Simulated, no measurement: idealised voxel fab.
Name of the process module below: voxel transistor to metal
Pictured: cross-section cut, 180 nm wide, on a grid of 5 nm square cells.
If you're reading a cross-section in this doc, picture square cells in a grid; it comes to you as bands, top ones listed first down to the bottom, and a band can be one or more rows of cells.
For a band, the entry starts with two heights in nm, that of the top and then that of the bottom, and carries on with the band's materials in order from left to right, each alongside its width in nm; the word "throughout" beside a single material means it fills the band edge to edge, and "empty" means empty space.
Zero point of the height axis is 0; under it, received wafer = one material. Lowest band: continues down indefinitely, "z 0 and below".
Read "30..40" as a graded width: first number on top, second number at the bottom, same change between each pair of neighbouring rows.
For the purposes of this document, the phrase "nothing got changed" attached to a step denotes that no cell within the cross-section was modified by that step.
Reported under the label "Closed void listing" are the empty spaces having no open way to the top and comprising 8 cells or more; the notation for each is width x height at distance, in which the distance is measured from the left edge and all three values are in nm.
after a step's settings: what the simulator itself notes on the step
The optional step-line setting "overlay nm" applies to steps with a mask and quantifies how far to the right of its planned location the mask lay, a negative value indicating leftward placement.

PLANNED STEP LIST FOR THE PROCESS
- 1: RECEIVE | material Si
- 2: OXIDIZE | depth nm 5
- 3: CONFORMAL_DEP | material SiN | thk nm 15
- 4: PATTERN | tone cover | mask id ACTIVE | material resist | width nm 115 | thk nm 15 | overlay nm 0
- 5: DIRECTIONAL_ETCH | etch materials SiN | depth nm 15
- 6: DIRECTIONAL_ETCH | etch materials SiO2 | depth nm 5
- 7: DIRECTIONAL_ETCH | etch materials Si | depth nm 25
- 8: STRIP | etch materials resist
- 9: OXIDIZE | depth nm 5
- 10: FILL_DEP | material SiO2 | thk nm 15
- 11: CMP | height nm 15
- 12: SELECTIVE_ETCH | etch materials SiO2 | depth nm 10
- 13: STRIP | etch materials SiN
- 14: SELECTIVE_ETCH | etch materials SiO2 | depth nm 5
- 15: OXIDIZE | depth nm 5
- 16: DIRECTIONAL_DEP | material polySi | thk nm 30
- 17: DIRECTIONAL_DEP | material SiCN | thk nm 10
- 18: PATTERN | tone cover | mask id GATE | material resist | width nm 25 | thk nm 15 | overlay nm 0
- 19: DIRECTIONAL_ETCH | etch materials SiCN | depth nm 20
- 20: DIRECTIONAL_ETCH | etch materials polySi | depth nm 40
- 21: STRIP | etch materials resist
- 22: CONFORMAL_DEP | material SiN | thk nm 5
- 23: DIRECTIONAL_ETCH | etch materials SiN | depth nm 5
- 24: DIRECTIONAL_ETCH | etch materials SiO2 | depth nm 5
- 25: DIRECTIONAL_ETCH | etch materials Si | depth nm 10
- 26: EPI | material nSi | thk nm 10
- 27: FILL_DEP | material SiO2 | thk nm 10
- 28: CMP | height nm 25
- 29: STRIP | etch materials polySi
- 30: SELECTIVE_ETCH | etch materials SiO2 | depth nm 5
- 31: CONFORMAL_DEP | material HfO2 | thk nm 5
- 32: CONFORMAL_DEP | material TiN | thk nm 5
- 33: FILL_DEP | material W | thk nm 5
- 34: CMP | height nm 20
- 35: DIRECTIONAL_DEP | material SiO2 | thk nm 15
- 36: DIRECTIONAL_DEP | material aC | thk nm 15
- 37: PATTERN | tone open | mask id CONTACT | material resist | width nm 20 | pitch nm 85 | thk nm 30 | overlay nm 0
- 38: DIRECTIONAL_ETCH | etch materials aC | depth nm 15
- 39: STRIP | etch materials resist
- 40: DIRECTIONAL_ETCH | etch materials SiO2 | depth nm 45
- 41: STRIP | etch materials aC
- 42: CONFORMAL_DEP | material TiN | thk nm 5
- 43: FILL_DEP | material Ru | thk nm 5
- 44: CMP | height nm 35
- 45: CONFORMAL_DEP | material SiCN | thk nm 5
- 46: DIRECTIONAL_DEP | material lowk | thk nm 20
- 47: DIRECTIONAL_DEP | material aC | thk nm 15
- 48: PATTERN | tone open | mask id METAL_1 | material resist | width nm 20 | pitch nm 85 | thk nm 35 | overlay nm 0
- 49: DIRECTIONAL_ETCH | etch materials aC | depth nm 15
- 50: STRIP | etch materials resist
- 51: DIRECTIONAL_ETCH | etch materials lowk | depth nm 20
- 52: DIRECTIONAL_ETCH | etch materials SiCN | depth nm 5
- 53: STRIP | etch materials aC
- 54: CONFORMAL_DEP | material TiN | thk nm 5
- 55: FILL_DEP | material Ru | thk nm 10
- 56: CMP | height nm 60
- 57: CONFORMAL_DEP | material SiCN | thk nm 5
- 58: DIRECTIONAL_DEP | material SiO2 | thk nm 30
- 59: MASKED_ETCH | tone open | mask id METAL_2_HOLES | width nm 15 | pitch nm 85 | etch materials SiO2 | depth nm 30 | overlay nm 0
- 60: DIRECTIONAL_DEP | material aC | thk nm 10
- 61: PATTERN | tone open | mask id METAL_2 | material resist | width nm 20 | pitch nm 85 | thk nm 30 | overlay nm 0
- 62: DIRECTIONAL_ETCH | etch materials aC | depth nm 10
- 63: STRIP | etch materials resist
- 64: DIRECTIONAL_ETCH | etch materials SiO2 | depth nm 15
- 65: DIRECTIONAL_ETCH | etch materials SiCN | depth nm 5
- 66: STRIP | etch materials aC
- 67: CONFORMAL_DEP | material TiN | thk nm 5
- 68: FILL_DEP | material Cu | thk nm 10
- 69: CMP | height nm 95
- 70: CONFORMAL_DEP | material SiCN | thk nm 5

AS-RECEIVED STATE OF THE WAFER IN CROSS-SECTION, EQUIVALENT TO POST-STEP 1
> z 0 and below | Si throughout
> Closed void listing: none

CROSS-SECTION, END OF MODULE. START: AS ABOVE. PLAN: AS ABOVE. EXECUTION: ONE MISTAKE
> z 100 to 95 | SiCN throughout
> z 95 to 85 | SiO2=35, TiN=5, Cu=10, TiN=5, SiO2=65, TiN=5, Cu=10, TiN=5, SiO2=40
> z 85 to 80 | SiO2=35, TiN=5, Cu=5, TiN=10, SiO2=65, TiN=5, Cu=5, TiN=10, SiO2=40
> z 80 to 65 | SiO2=35, TiN=5, Cu=5, TiN=5, SiO2=70, TiN=5, Cu=5, TiN=5, SiO2=45
> z 65 to 60 | SiCN=35, TiN=15, SiCN=70, TiN=15, SiCN=45
> z 60 to 40 | lowk=35, TiN=5, Ru=10, TiN=5, lowk=65, TiN=5, Ru=10, TiN=5, lowk=40
> z 40 to 35 | SiCN=35, TiN=20, SiCN=65, TiN=20, SiCN=40
> z 35 to 20 | SiO2=35, TiN=5, Ru=10, TiN=5, SiO2=65, TiN=5, Ru=10, TiN=5, SiO2=40
> z 20 to 0 | SiO2=35, TiN=5, Ru=10, TiN=5, SiO2=15, SiN=5, HfO2=5, TiN=5, W=5, TiN=5, HfO2=5, SiN=5, SiO2=15, TiN=5, Ru=10, TiN=5, SiO2=40
> z 0 to -5 | SiO2=35, TiN=5, Ru=10, TiN=5, SiO2=5, nSi=10, SiN=5, HfO2=5, TiN=15, HfO2=5, SiN=5, nSi=10, SiO2=5, TiN=5, Ru=10, TiN=5, SiO2=40
> z -5 to -10 | SiO2=30, SiN=5, TiN=20, SiO2=5, nSi=10, HfO2=35, nSi=10, SiO2=5, TiN=20, SiN=5, SiO2=35
> z -10 to -15 | SiO2=15, SiN=5, SiO2=10, SiN=5, SiO2=5, nSi=30, Si=35, nSi=30, SiO2=5, SiN=5, SiO2=10, SiN=5, SiO2=20
> z -15 to -20 | SiO2=40, nSi=30, Si=35, nSi=30, SiO2=45
> z -20 to -35 | SiO2=35, Si=105, SiO2=40
> z -35 and below | Si throughout
> Closed void listing: none
Want to know what went wrong? step 14 ran differently from the plan; actual operation with settings: SELECTIVE_ETCH | etch materials SiO2 | depth nm 15
